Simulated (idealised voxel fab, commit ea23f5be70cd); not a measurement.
process module | voxel self aligned vias
cross-section cut | 255 nm wide | cells 5 nm
A cross-section is a grid of square cells, given in bands from the top down. A band is one or more rows of cells.
Each band's line starts with the height of the band's top and of its bottom, in nm. Then come its materials from left to right, each with its width in nm. One material with "throughout" fills the band from edge to edge. "air" is empty space.
Height 0 is the level under which the wafer as received is all one material. The lowest band goes on downwards, as in "0 down".
A width such as "30 to 40" changes by the same amount from each row of cells to the next, from the band's top row to its bottom row.
"no change" after a step means that no cell of the cross-section changed.
closed voids: empty space of 8 cells or more with no open way to the top, each as width x height at its distance from the left edge, in nm
after a step's settings: what the simulator itself notes on the step
overlay nm, on a step with a mask: how far to the right of its planned place the mask lay; to the left if negative
plan
1 op RECEIVE | material Si
2 op CONFORMAL_DEP | material SiO2 | thk nm 10
3 op CONFORMAL_DEP | material SiCN | thk nm 5
4 op DIRECTIONAL_DEP | material SiO2 | thk nm 25
5 op DIRECTIONAL_DEP | material aC | thk nm 15
6 op PATTERN | tone open | mask id LINES | material resist | width nm 25 | pitch nm 75 | thk nm 30 | overlay nm 0
7 op DIRECTIONAL_ETCH | etch materials aC | depth nm 15
8 op STRIP | etch materials resist
9 op DIRECTIONAL_ETCH | etch materials SiO2 | depth nm 25
10 op STRIP | etch materials aC
11 op CONFORMAL_DEP | material TiN | thk nm 5
12 op FILL_DEP | material Ru | thk nm 5
13 op CMP | height nm 40
14 op SELECTIVE_ETCH | etch materials W Ru TiN | depth nm 10
15 op FILL_DEP | material SiN | thk nm 5
16 op CMP | height nm 40
17 op DIRECTIONAL_DEP | material SiO2 | thk nm 15
18 op PATTERN | tone open | mask id VIAS | material resist | width nm 45 | pitch nm 150 | thk nm 15 | overlay nm 0
19 op DIRECTIONAL_ETCH | etch materials SiO2 | depth nm 15
20 op DIRECTIONAL_ETCH | etch materials SiN | depth nm 10
21 op STRIP | etch materials resist
22 op CONFORMAL_DEP | material TiN | thk nm 5
23 op FILL_DEP | material Cu | thk nm 10
24 op CMP | height nm 55
25 op CONFORMAL_DEP | material SiN | thk nm 5
first wafer, as planned
as received, after step 1
  0 down: Si throughout
  closed voids: none
after step 2
  10 to 0: SiO2 throughout
  below 0: unchanged
after step 3
  15 to 10: SiCN throughout
  below 10: unchanged
after step 4
  40 to 15: SiO2 throughout
  below 15: unchanged
after step 5
  55 to 40: aC throughout
  below 40: unchanged
after step 6
  85 to 55: resist 40 | air 25 | resist 50 | air 25 | resist 50 | air 25 | resist 40
  below 55: unchanged
after step 7
  70 to 55: resist 40 | air 25 | resist 50 | air 25 | resist 50 | air 25 | resist 40
  55 to 40: aC 40 | air 25 | aC 50 | air 25 | aC 50 | air 25 | aC 40
  below 40: unchanged
after step 8
  55 to 40: aC 40 | air 25 | aC 50 | air 25 | aC 50 | air 25 | aC 40
  below 40: unchanged
after step 9
  55 to 40: aC 40 | air 25 | aC 50 | air 25 | aC 50 | air 25 | aC 40
  40 to 15: SiO2 40 | air 25 | SiO2 50 | air 25 | SiO2 50 | air 25 | SiO2 40
  below 15: unchanged
after step 10
  40 to 15: SiO2 40 | air 25 | SiO2 50 | air 25 | SiO2 50 | air 25 | SiO2 40
  below 15: unchanged
after step 11
  45 to 40: TiN 45 | air 15 | TiN 60 | air 15 | TiN 60 | air 15 | TiN 45
  40 to 20: SiO2 40 | TiN 5 | air 15 | TiN 5 | SiO2 50 | TiN 5 | air 15 | TiN 5 | SiO2 50 | TiN 5 | air 15 | TiN 5 | SiO2 40
  20 to 15: SiO2 40 | TiN 25 | SiO2 50 | TiN 25 | SiO2 50 | TiN 25 | SiO2 40
  below 15: unchanged
after step 12
  50 to 45: Ru throughout
  45 to 40: TiN 45 | Ru 15 | TiN 60 | Ru 15 | TiN 60 | Ru 15 | TiN 45
  40 to 20: SiO2 40 | TiN 5 | Ru 15 | TiN 5 | SiO2 50 | TiN 5 | Ru 15 | TiN 5 | SiO2 50 | TiN 5 | Ru 15 | TiN 5 | SiO2 40
  below 20: unchanged
after step 13
  40 to 20: SiO2 40 | TiN 5 | Ru 15 | TiN 5 | SiO2 50 | TiN 5 | Ru 15 | TiN 5 | SiO2 50 | TiN 5 | Ru 15 | TiN 5 | SiO2 40
  below 20: unchanged
after step 14
  40 to 30: SiO2 40 | air 25 | SiO2 50 | air 25 | SiO2 50 | air 25 | SiO2 40
  below 30: unchanged
after step 15
  45 to 40: SiN throughout
  40 to 30: SiO2 40 | SiN 25 | SiO2 50 | SiN 25 | SiO2 50 | SiN 25 | SiO2 40
  below 30: unchanged
after step 16
  40 to 30: SiO2 40 | SiN 25 | SiO2 50 | SiN 25 | SiO2 50 | SiN 25 | SiO2 40
  below 30: unchanged
after step 17
  55 to 40: SiO2 throughout
  below 40: unchanged
after step 18
  70 to 55: resist 30 | air 45 | resist 105 | air 45 | resist 30
  below 55: unchanged
after step 19
  70 to 55: resist 30 | air 45 | resist 105 | air 45 | resist 30
  55 to 40: SiO2 30 | air 45 | SiO2 105 | air 45 | SiO2 30
  below 40: unchanged
after step 20
  70 to 55: resist 30 | air 45 | resist 105 | air 45 | resist 30
  55 to 40: SiO2 30 | air 45 | SiO2 105 | air 45 | SiO2 30
  40 to 30: SiO2 40 | air 25 | SiO2 50 | SiN 25 | SiO2 50 | air 25 | SiO2 40
  below 30: unchanged
after step 21
  55 to 40: SiO2 30 | air 45 | SiO2 105 | air 45 | SiO2 30
  below 40: unchanged
after step 22
  60 to 55: TiN 35 | air 35 | TiN 115 | air 35 | TiN 35
  55 to 45: SiO2 30 | TiN 5 | air 35 | TiN 5 | SiO2 105 | TiN 5 | air 35 | TiN 5 | SiO2 30
  45 to 40: SiO2 30 | TiN 15 | air 15 | TiN 15 | SiO2 105 | TiN 15 | air 15 | TiN 15 | SiO2 30
  40 to 35: SiO2 40 | TiN 5 | air 15 | TiN 5 | SiO2 50 | SiN 25 | SiO2 50 | TiN 5 | air 15 | TiN 5 | SiO2 40
  35 to 30: SiO2 40 | TiN 25 | SiO2 50 | SiN 25 | SiO2 50 | TiN 25 | SiO2 40
  below 30: unchanged
after step 23
  70 to 60: Cu throughout
  60 to 55: TiN 35 | Cu 35 | TiN 115 | Cu 35 | TiN 35
  55 to 45: SiO2 30 | TiN 5 | Cu 35 | TiN 5 | SiO2 105 | TiN 5 | Cu 35 | TiN 5 | SiO2 30
  45 to 40: SiO2 30 | TiN 15 | Cu 15 | TiN 15 | SiO2 105 | TiN 15 | Cu 15 | TiN 15 | SiO2 30
  40 to 35: SiO2 40 | TiN 5 | Cu 15 | TiN 5 | SiO2 50 | SiN 25 | SiO2 50 | TiN 5 | Cu 15 | TiN 5 | SiO2 40
  below 35: unchanged
after step 24
  55 to 45: SiO2 30 | TiN 5 | Cu 35 | TiN 5 | SiO2 105 | TiN 5 | Cu 35 | TiN 5 | SiO2 30
  below 45: unchanged
after step 25
  60 to 55: SiN throughout
  below 55: unchanged
second wafer: like start, like plan, one mistake. Through step 16 it matches the first wafer
when step 17 should have ended
  55 to 40: Ru throughout
  below 40: unchanged
when step 18 should have ended
  70 to 55: resist 30 | air 45 | resist 105 | air 45 | resist 30
  below 55: unchanged
when step 19 should have ended: no change
when step 20 should have ended: no change
when step 21 should have ended
  55 to 40: Ru throughout
  below 40: unchanged
when step 22 should have ended
  60 to 55: TiN throughout
  below 55: unchanged
when step 23 should have ended
  70 to 60: Cu throughout
  below 60: unchanged
when step 24 should have ended
  55 to 40: Ru throughout
  below 40: unchanged
when step 25 should have ended
  60 to 55: SiN throughout
  below 55: unchanged
what went wrong: step 17 ran as: op DIRECTIONAL_DEP | material Ru | thk nm 15
at the end the second wafer has, in cells: 40 fewer of Cu | 153 more of Ru | 20 more of SiN | 99 fewer of SiO2 | 34 fewer of TiN
